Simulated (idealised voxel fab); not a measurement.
process module | voxel transistor to metal
cross-section cut | 165 nm wide | cells 5 nm
A cross-section is a grid of square cells, given in bands from the top down. A band is one or more rows of cells.
Each band's line starts with the height of the band's top and of its bottom, in nm. Then come its materials from left to right, each with its width in nm. One material with "throughout" fills the band from edge to edge. "air" is empty space.
Height 0 is the level under which the wafer as received is all one material. The lowest band goes on downwards, as in "0 down".
A width such as "30 to 40" changes by the same amount from each row of cells to the next, from the band's top row to its bottom row.
"no change" after a step means that no cell of the cross-section changed.
closed voids: empty space of 8 cells or more with no open way to the top, each as width x height at its distance from the left edge, in nm
after a step's settings: what the simulator itself notes on the step
overlay nm, on a step with a mask: how far to the right of its planned place the mask lay; to the left if negative
plan
1 op RECEIVE | material Si
2 op OXIDIZE | depth nm 5
3 op CONFORMAL_DEP | material SiN | thk nm 15
4 op DIRECTIONAL_DEP | material aC | thk nm 10
5 op PATTERN | tone cover | mask id ACTIVE | material resist | width nm 115 | thk nm 25 | overlay nm 0
6 op DIRECTIONAL_ETCH | etch materials aC | depth nm 10
7 op STRIP | etch materials resist
8 op DIRECTIONAL_ETCH | etch materials SiN | depth nm 15
9 op DIRECTIONAL_ETCH | etch materials SiO2 | depth nm 5
10 op DIRECTIONAL_ETCH | etch materials Si | depth nm 25
11 op STRIP | etch materials aC
12 op OXIDIZE | depth nm 5
13 op FILL_DEP | material SiO2 | thk nm 15
14 op CMP | height nm 15
15 op SELECTIVE_ETCH | etch materials SiO2 | depth nm 5
16 op STRIP | etch materials SiN
17 op SELECTIVE_ETCH | etch materials SiO2 | depth nm 5
18 op OXIDIZE | depth nm 5
19 op DIRECTIONAL_DEP | material polySi | thk nm 25
20 op DIRECTIONAL_DEP | material SiCN | thk nm 15
21 op PATTERN | tone cover | mask id GATE | material resist | width nm 35 | thk nm 20 | overlay nm 0
22 op DIRECTIONAL_ETCH | etch materials SiCN | depth nm 25
23 op DIRECTIONAL_ETCH | etch materials polySi | depth nm 35
24 op STRIP | etch materials resist
25 op CONFORMAL_DEP | material SiN | thk nm 5
26 op DIRECTIONAL_ETCH | etch materials SiN | depth nm 5
27 op DIRECTIONAL_ETCH | etch materials SiO2 | depth nm 5
28 op DIRECTIONAL_ETCH | etch materials Si | depth nm 15
29 op EPI | material pSi | thk nm 15
30 op FILL_DEP | material SiO2 | thk nm 10
31 op CMP | height nm 20
32 op STRIP | etch materials polySi
33 op SELECTIVE_ETCH | etch materials SiO2 | depth nm 5
34 op CONFORMAL_DEP | material HfO2 | thk nm 5
35 op CONFORMAL_DEP | material TiN | thk nm 5
36 op FILL_DEP | material W | thk nm 5
37 op CMP | height nm 15
38 op DIRECTIONAL_DEP | material SiO2 | thk nm 15
39 op DIRECTIONAL_DEP | material aC | thk nm 15
40 op PATTERN | tone open | mask id CONTACT | material resist | width nm 15 | pitch nm 80 | thk nm 35 | overlay nm 0
41 op DIRECTIONAL_ETCH | etch materials aC | depth nm 15
42 op STRIP | etch materials resist
43 op DIRECTIONAL_ETCH | etch materials SiO2 | depth nm 40
44 op STRIP | etch materials aC
45 op CONFORMAL_DEP | material TiN | thk nm 5
46 op FILL_DEP | material W | thk nm 10
47 op CMP | height nm 30
48 op CONFORMAL_DEP | material SiCN | thk nm 5
49 op DIRECTIONAL_DEP | material lowk | thk nm 20
50 op PATTERN | tone open | mask id METAL_1 | material resist | width nm 15 | pitch nm 80 | thk nm 15 | overlay nm 0
51 op DIRECTIONAL_ETCH | etch materials lowk | depth nm 20
52 op DIRECTIONAL_ETCH | etch materials SiCN | depth nm 5
53 op STRIP | etch materials resist
54 op CONFORMAL_DEP | material TiN | thk nm 5
55 op FILL_DEP | material Cu | thk nm 5
56 op CMP | height nm 55
57 op CONFORMAL_DEP | material SiCN | thk nm 5
58 op DIRECTIONAL_DEP | material SiO2 | thk nm 35
59 op PATTERN | tone open | mask id METAL_2 | material resist | width nm 15 | pitch nm 80 | thk nm 20 | overlay nm 0
60 op DIRECTIONAL_ETCH | etch materials SiO2 | depth nm 20
61 op STRIP | etch materials resist
62 op MASKED_ETCH | tone open | mask id METAL_2_HOLES | width nm 15 | pitch nm 80 | etch materials SiO2 | depth nm 15 | overlay nm 0
63 op MASKED_ETCH | tone open | mask id METAL_2_HOLES | width nm 15 | pitch nm 80 | etch materials SiCN | depth nm 5 | overlay nm 0
64 op CONFORMAL_DEP | material TiN | thk nm 5
65 op FILL_DEP | material Ru | thk nm 10
66 op CMP | height nm 95
67 op CONFORMAL_DEP | material SiCN | thk nm 5
as received, after step 1
  0 down: Si throughout
  closed voids: none
first wafer at the end, as planned
  100 to 95: SiCN throughout
  95 to 60: SiO2 35 | TiN 5 | Ru 5 | TiN 5 | SiO2 65 | TiN 5 | Ru 5 | TiN 5 | SiO2 35
  60 to 55: SiCN 35 | TiN 15 | SiCN 65 | TiN 15 | SiCN 35
  55 to 35: lowk 35 | TiN 5 | Cu 5 | TiN 5 | lowk 65 | TiN 5 | Cu 5 | TiN 5 | lowk 35
  35 to 30: SiCN 35 | TiN 15 | SiCN 65 | TiN 15 | SiCN 35
  30 to 15: SiO2 35 | TiN 5 | W 5 | TiN 5 | SiO2 65 | TiN 5 | W 5 | TiN 5 | SiO2 35
  15 to 10: SiO2 35 | TiN 5 | W 5 | TiN 5 | SiO2 10 | SiN 5 | HfO2 5 | TiN 5 | W 15 | TiN 5 | HfO2 5 | SiN 5 | SiO2 10 | TiN 5 | W 5 | TiN 5 | SiO2 35
  10 to 5: SiO2 35 | TiN 15 | SiO2 10 | SiN 5 | HfO2 5 | TiN 5 | W 15 | TiN 5 | HfO2 5 | SiN 5 | SiO2 10 | TiN 15 | SiO2 35
  5 to 0: SiO2 20 | SiN 5 | SiO2 10 | TiN 10 | pSi 15 | SiN 5 | HfO2 5 | TiN 5 | W 15 | TiN 5 | HfO2 5 | SiN 5 | pSi 15 | TiN 10 | SiO2 10 | SiN 5 | SiO2 20
  0 to -5: SiO2 20 | SiN 5 | SiO2 10 | TiN 10 | pSi 15 | SiN 5 | HfO2 5 | TiN 25 | HfO2 5 | SiN 5 | pSi 15 | TiN 10 | SiO2 10 | SiN 5 | SiO2 20
  -5 to -10: SiO2 35 | TiN 10 | pSi 15 | HfO2 45 | pSi 15 | TiN 10 | SiO2 35
  -10 to -25: SiO2 30 | pSi 30 | Si 45 | pSi 30 | SiO2 30
  -25 to -35: SiO2 30 | Si 105 | SiO2 30
  -35 down: Si throughout
  closed voids: none
second wafer at the end: like start, like plan, one mistake
  100 to 95: SiCN throughout
  95 to 60: SiO2 35 | TiN 5 | Ru 5 | TiN 5 | SiO2 65 | TiN 5 | Ru 5 | TiN 5 | SiO2 35
  60 to 55: SiCN 35 | TiN 15 | SiCN 65 | TiN 15 | SiCN 35
  55 to 35: lowk 35 | TiN 5 | Cu 5 | TiN 5 | lowk 65 | TiN 5 | Cu 5 | TiN 5 | lowk 35
  35 to 30: SiCN 35 | TiN 15 | SiCN 65 | TiN 15 | SiCN 35
  30 to 15: SiO2 35 | TiN 5 | W 5 | TiN 5 | SiO2 65 | TiN 5 | W 5 | TiN 5 | SiO2 35
  15 to 10: SiO2 35 | TiN 5 | W 5 | TiN 5 | SiO2 10 | SiN 5 | HfO2 5 | TiN 5 | W 15 | TiN 5 | HfO2 5 | SiN 5 | SiO2 10 | TiN 5 | W 5 | TiN 5 | SiO2 35
  10 to 5: SiO2 35 | TiN 15 | SiO2 10 | SiN 5 | HfO2 5 | TiN 5 | W 15 | TiN 5 | HfO2 5 | SiN 5 | SiO2 10 | TiN 15 | SiO2 35
  5 to 0: SiO2 20 | SiN 5 | SiO2 10 | TiN 10 | pSi 15 | SiN 5 | HfO2 5 | TiN 5 | W 15 | TiN 5 | HfO2 5 | SiN 5 | pSi 15 | TiN 10 | SiO2 10 | SiN 5 | SiO2 20
  0 to -5: SiO2 20 | SiN 5 | SiO2 10 | TiN 10 | pSi 15 | SiN 5 | HfO2 5 | TiN 25 | HfO2 5 | SiN 5 | pSi 15 | TiN 10 | SiO2 10 | SiN 5 | SiO2 20
  -5 to -10: SiO2 35 | TiN 10 | pSi 15 | HfO2 45 | pSi 15 | TiN 10 | SiO2 35
  -10 to -20: SiO2 45 | pSi 15 | Si 45 | pSi 15 | SiO2 45
  -20 to -35: SiO2 30 | pSi 30 | Si 45 | pSi 30 | SiO2 30
  -35 to -40: Si 30 | pSi 30 | Si 45 | pSi 30 | Si 30
  -40 down: Si throughout
  closed voids: none
what went wrong: step 28 was run twice
at the end the second wafer has, in cells: 36 fewer of Si | 12 more of SiO2 | 24 more of pSi
